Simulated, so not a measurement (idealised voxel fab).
process module | voxel self aligned contacts
cross-section cut | 160 nm wide | cells 5 nm
A cross-section is a grid of square cells, given in bands from the top down. A band is one or more rows of cells.
Each band's line starts with the height of the band's top and of its bottom, in nm. Then come its materials from left to right, each with its width in nm. One material with "throughout" fills the band from edge to edge. "air" is empty space.
Height 0 is the level under which the wafer as received is all one material. The lowest band goes on downwards, as in "0 down".
A width such as "30 to 40" changes by the same amount from each row of cells to the next, from the band's top row to its bottom row.
"no change" after a step means that no cell of the cross-section changed.
closed voids: empty space of 8 cells or more with no open way to the top, each as width x height at its distance from the left edge, in nm
after a step's settings: what the simulator itself notes on the step
overlay nm, on a step with a mask: how far to the right of its planned place the mask lay; to the left if negative
plan
1 op RECEIVE | material Si
2 op OXIDIZE | depth nm 5
3 op DIRECTIONAL_DEP | material polySi | thk nm 30
4 op DIRECTIONAL_DEP | material SiN | thk nm 25
5 op PATTERN | tone cover | mask id GATE | material resist | width nm 35 | pitch nm 70 | thk nm 20 | overlay nm 0
6 op DIRECTIONAL_ETCH | etch materials SiN | depth nm 25
7 op DIRECTIONAL_ETCH | etch materials polySi | depth nm 30
8 op STRIP | etch materials resist
9 op CONFORMAL_DEP | material SiN | thk nm 10
10 op DIRECTIONAL_ETCH | etch materials SiN | depth nm 10
11 op FILL_DEP | material SiO2 | thk nm 15
12 op CMP | height nm 65
13 op DIRECTIONAL_DEP | material aC | thk nm 15
14 op PATTERN | tone open | mask id CONTACT | material resist | width nm 45 | thk nm 35 | overlay nm 0
15 op DIRECTIONAL_ETCH | etch materials aC | depth nm 15
16 op STRIP | etch materials resist
17 op DIRECTIONAL_ETCH | etch materials SiO2 | depth nm 70
18 op STRIP | etch materials aC
19 op CONFORMAL_DEP | material TiN | thk nm 5
20 op FILL_DEP | material W | thk nm 10
21 op CMP | height nm 65
22 op CONFORMAL_DEP | material SiN | thk nm 5
first wafer, as planned
as received, after step 1
  0 down: Si throughout
  closed voids: none
after step 2
  0 to -5: SiO2 throughout
  below -5: unchanged
after step 3
  30 to 0: polySi throughout
  below 0: unchanged
after step 4
  55 to 30: SiN throughout
  below 30: unchanged
after step 5
  75 to 55: air 25 | resist 35 | air 35 | resist 35 | air 30
  below 55: unchanged
after step 6
  75 to 55: air 25 | resist 35 | air 35 | resist 35 | air 30
  55 to 30: air 25 | SiN 35 | air 35 | SiN 35 | air 30
  below 30: unchanged
after step 7
  75 to 55: air 25 | resist 35 | air 35 | resist 35 | air 30
  55 to 30: air 25 | SiN 35 | air 35 | SiN 35 | air 30
  30 to 0: air 25 | polySi 35 | air 35 | polySi 35 | air 30
  below 0: unchanged
after step 8
  55 to 30: air 25 | SiN 35 | air 35 | SiN 35 | air 30
  below 30: unchanged
after step 9
  65 to 30: air 15 | SiN 55 | air 15 | SiN 55 | air 20
  30 to 10: air 15 | SiN 10 | polySi 35 | SiN 10 | air 15 | SiN 10 | polySi 35 | SiN 10 | air 20
  10 to 0: SiN 25 | polySi 35 | SiN 35 | polySi 35 | SiN 30
  below 0: unchanged
after step 10
  55 to 30: air 15 | SiN 55 | air 15 | SiN 55 | air 20
  30 to 0: air 15 | SiN 10 | polySi 35 | SiN 10 | air 15 | SiN 10 | polySi 35 | SiN 10 | air 20
  below 0: unchanged
after step 11
  70 to 55: SiO2 throughout
  55 to 30: SiO2 15 | SiN 55 | SiO2 15 | SiN 55 | SiO2 20
  30 to 0: SiO2 15 | SiN 10 | polySi 35 | SiN 10 | SiO2 15 | SiN 10 | polySi 35 | SiN 10 | SiO2 20
  below 0: unchanged
after step 12
  65 to 55: SiO2 throughout
  below 55: unchanged
after step 13
  80 to 65: aC throughout
  below 65: unchanged
after step 14
  115 to 80: resist 55 | air 45 | resist 60
  below 80: unchanged
after step 15
  100 to 80: resist 55 | air 45 | resist 60
  80 to 65: aC 55 | air 45 | aC 60
  below 65: unchanged
after step 16
  80 to 65: aC 55 | air 45 | aC 60
  below 65: unchanged
after step 17
  80 to 65: aC 55 | air 45 | aC 60
  65 to 55: SiO2 55 | air 45 | SiO2 60
  55 to 30: SiO2 15 | SiN 55 | air 15 | SiN 55 | SiO2 20
  30 to 0: SiO2 15 | SiN 10 | polySi 35 | SiN 10 | air 15 | SiN 10 | polySi 35 | SiN 10 | SiO2 20
  0 to -5: SiO2 70 | air 15 | SiO2 75
  below -5: unchanged
after step 18
  65 to 55: SiO2 55 | air 45 | SiO2 60
  below 55: unchanged
after step 19
  70 to 65: TiN 60 | air 35 | TiN 65
  65 to 55: SiO2 55 | TiN 5 to 20 | air 35 to 5 | TiN 5 to 20 | SiO2 60
  55 to 30: SiO2 15 | SiN 55 | TiN 5 | air 5 | TiN 5 | SiN 55 | SiO2 20
  30 to 0: SiO2 15 | SiN 10 | polySi 35 | SiN 10 | TiN 5 | air 5 | TiN 5 | SiN 10 | polySi 35 | SiN 10 | SiO2 20
  0 to -5: SiO2 70 | TiN 15 | SiO2 75
  below -5: unchanged
after step 20
  80 to 70: W throughout
  70 to 65: TiN 60 | W 35 | TiN 65
  65 to 55: SiO2 55 | TiN 5 to 20 | W 35 to 5 | TiN 5 to 20 | SiO2 60
  55 to 30: SiO2 15 | SiN 55 | TiN 5 | W 5 | TiN 5 | SiN 55 | SiO2 20
  30 to 0: SiO2 15 | SiN 10 | polySi 35 | SiN 10 | TiN 5 | W 5 | TiN 5 | SiN 10 | polySi 35 | SiN 10 | SiO2 20
  below 0: unchanged
after step 21
  65 to 55: SiO2 55 | TiN 5 to 20 | W 35 to 5 | TiN 5 to 20 | SiO2 60
  below 55: unchanged
after step 22
  70 to 65: SiN throughout
  below 65: unchanged
second wafer: like start, like plan, one mistake. Through step 8 it matches the first wafer
when step 9 should have ended
  45 to 30: air 25 | SiN 35 | air 35 | SiN 35 | air 30
  below 30: unchanged
when step 10 should have ended
  55 to 30: air 15 | SiN 55 | air 15 | SiN 55 | air 20
  30 to 10: air 15 | SiN 10 | polySi 35 | SiN 10 | air 15 | SiN 10 | polySi 35 | SiN 10 | air 20
  10 to 0: SiN 25 | polySi 35 | SiN 35 | polySi 35 | SiN 30
  below 0: unchanged
when step 11 should have ended
  70 to 55: SiO2 throughout
  55 to 30: SiO2 15 | SiN 55 | SiO2 15 | SiN 55 | SiO2 20
  30 to 10: SiO2 15 | SiN 10 | polySi 35 | SiN 10 | SiO2 15 | SiN 10 | polySi 35 | SiN 10 | SiO2 20
  below 10: unchanged
when step 12 should have ended
  65 to 55: SiO2 throughout
  below 55: unchanged
when step 13 should have ended
  80 to 65: aC throughout
  below 65: unchanged
when step 14 should have ended
  115 to 80: resist 55 | air 45 | resist 60
  below 80: unchanged
when step 15 should have ended
  100 to 80: resist 55 | air 45 | resist 60
  80 to 65: aC 55 | air 45 | aC 60
  below 65: unchanged
when step 16 should have ended
  80 to 65: aC 55 | air 45 | aC 60
  below 65: unchanged
when step 17 should have ended
  80 to 65: aC 55 | air 45 | aC 60
  65 to 55: SiO2 55 | air 45 | SiO2 60
  55 to 30: SiO2 15 | SiN 55 | air 15 | SiN 55 | SiO2 20
  30 to 10: SiO2 15 | SiN 10 | polySi 35 | SiN 10 | air 15 | SiN 10 | polySi 35 | SiN 10 | SiO2 20
  below 10: unchanged
when step 18 should have ended
  65 to 55: SiO2 55 | air 45 | SiO2 60
  below 55: unchanged
when step 19 should have ended
  70 to 65: TiN 60 | air 35 | TiN 65
  65 to 55: SiO2 55 | TiN 5 to 20 | air 35 to 5 | TiN 5 to 20 | SiO2 60
  55 to 30: SiO2 15 | SiN 55 | TiN 5 | air 5 | TiN 5 | SiN 55 | SiO2 20
  30 to 15: SiO2 15 | SiN 10 | polySi 35 | SiN 10 | TiN 5 | air 5 | TiN 5 | SiN 10 | polySi 35 | SiN 10 | SiO2 20
  15 to 10: SiO2 15 | SiN 10 | polySi 35 | SiN 10 | TiN 15 | SiN 10 | polySi 35 | SiN 10 | SiO2 20
  below 10: unchanged
when step 20 should have ended
  80 to 70: W throughout
  70 to 65: TiN 60 | W 35 | TiN 65
  65 to 55: SiO2 55 | TiN 5 to 20 | W 35 to 5 | TiN 5 to 20 | SiO2 60
  55 to 30: SiO2 15 | SiN 55 | TiN 5 | W 5 | TiN 5 | SiN 55 | SiO2 20
  30 to 15: SiO2 15 | SiN 10 | polySi 35 | SiN 10 | TiN 5 | W 5 | TiN 5 | SiN 10 | polySi 35 | SiN 10 | SiO2 20
  below 15: unchanged
when step 21 should have ended
  65 to 55: SiO2 55 | TiN 5 to 20 | W 35 to 5 | TiN 5 to 20 | SiO2 60
  below 55: unchanged
when step 22 should have ended
  70 to 65: SiN throughout
  below 65: unchanged
what went wrong: steps 9 and 10 were swapped
at the end the second wafer has, in cells: 20 more of SiN | 11 fewer of SiO2 | 6 fewer of TiN | 3 fewer of W
